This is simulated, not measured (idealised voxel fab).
Proc. module: voxel tone inversion
The width of the displayed cross-section, cut, is 210 nm; its cells are square, with a size of 5 nm.
Square cells in a grid make up a cross-section in this document, and the grid is given as bands, listed from the top down, each one or more rows of cells. For a band, the entry starts with two heights in nm, that of the top and then that of the bottom, and carries on with the band's materials in order from left to right, each alongside its width in nm; the word "edge to edge" beside a single material means it fills the band edge to edge, and "empty" means empty space. The level at which height equals 0 is the one under which the wafer, as it arrives, is entirely one material. No lower edge exists for the bottom band, which continues downward and is notated as in "0 -> down". Width spec "30 to 40" -> top row of cells at first value, bottom row at second value, equal per-row change in between. "no modification" after a step means that no cell of the cross-section changed. You'll see "Enclosed cavity list" listing empty spaces that have no way open to the top, as long as they're 8 cells or more; the notation is width x height at distance, where the distance is from the left edge, and all of it is in nm. Where a step's line continues beyond its settings, the continuation is a remark by the simulator itself on that step. What "overlay nm" on a step's line means: if the step has a mask, that mask lay this far to the right of its planned place, or, when the value is negative, to the left.

[Set out below are the planned steps of the process]
1,RECEIVE (material Si)
2,CONFORMAL_DEP (material SiN; thk nm 10)
3,DIRECTIONAL_DEP (material aC; thk nm 25)
4,PATTERN (tone cover; mask id POSTS; material resist; width nm 15; pitch nm 45; thk nm 30; overlay nm 0)
5,DIRECTIONAL_ETCH (etch materials aC; depth nm 25)
6,STRIP (etch materials resist)
7,FILL_DEP (material lowk; thk nm 5)
8,CMP (height nm 35)
9,STRIP (etch materials aC)

[First of two wafers, with the run carried out as planned]

[Wafer cross-section on receipt, i.e. after step 1]
	0 -> down  Si edge to edge
	Enclosed cavity list: none

[After step 2, in cross-section]
	10 -> 0  SiN edge to edge
	Everything below 0 is unchanged.

[After step 3, in cross-section]
	35 -> 10  aC edge to edge
	Everything below 10 is unchanged.

[After step 4, in cross-section]
	65 -> 35  75 of empty; 15 of resist; 30 of empty; 15 of resist; 75 of empty
	Everything below 35 is unchanged.

[After step 5, in cross-section]
	40 -> 35  75 of empty; 15 of resist; 30 of empty; 15 of resist; 75 of empty
	35 -> 10  75 of empty; 15 of aC; 30 of empty; 15 of aC; 75 of empty
	Everything below 10 is unchanged.

[After step 6, in cross-section]
	35 -> 10  75 of empty; 15 of aC; 30 of empty; 15 of aC; 75 of empty
	Everything below 10 is unchanged.

[After step 7, in cross-section]
	40 -> 35  lowk edge to edge
	35 -> 10  75 of lowk; 15 of aC; 30 of lowk; 15 of aC; 75 of lowk
	Everything below 10 is unchanged.

[After step 8, in cross-section]
	35 -> 10  75 of lowk; 15 of aC; 30 of lowk; 15 of aC; 75 of lowk
	Everything below 10 is unchanged.

[After step 9, in cross-section]
	35 -> 10  75 of lowk; 15 of empty; 30 of lowk; 15 of empty; 75 of lowk
	Everything below 10 is unchanged.

[Second wafer - shared start and plan with the first - one error in running - same as the first up to step 6 inclusive]

[Cross-section: second wafer, time at which step 7 was scheduled to end]
	45 -> 35  lowk edge to edge
	35 -> 10  75 of lowk; 15 of aC; 30 of lowk; 15 of aC; 75 of lowk
	Everything below 10 is unchanged.

[Cross-section: second wafer, time at which step 8 was scheduled to end]
	35 -> 10  75 of lowk; 15 of aC; 30 of lowk; 15 of aC; 75 of lowk
	Everything below 10 is unchanged.

[Cross-section: second wafer, time at which step 9 was scheduled to end]
	35 -> 10  75 of lowk; 15 of empty; 30 of lowk; 15 of empty; 75 of lowk
	Everything below 10 is unchanged.
What was done differently from what was planned? heads up, step 7 of the plan got done twice
The two wafers come out with the same cross-section, meaning that, for this model, the mistake has no consequence in the computed result.
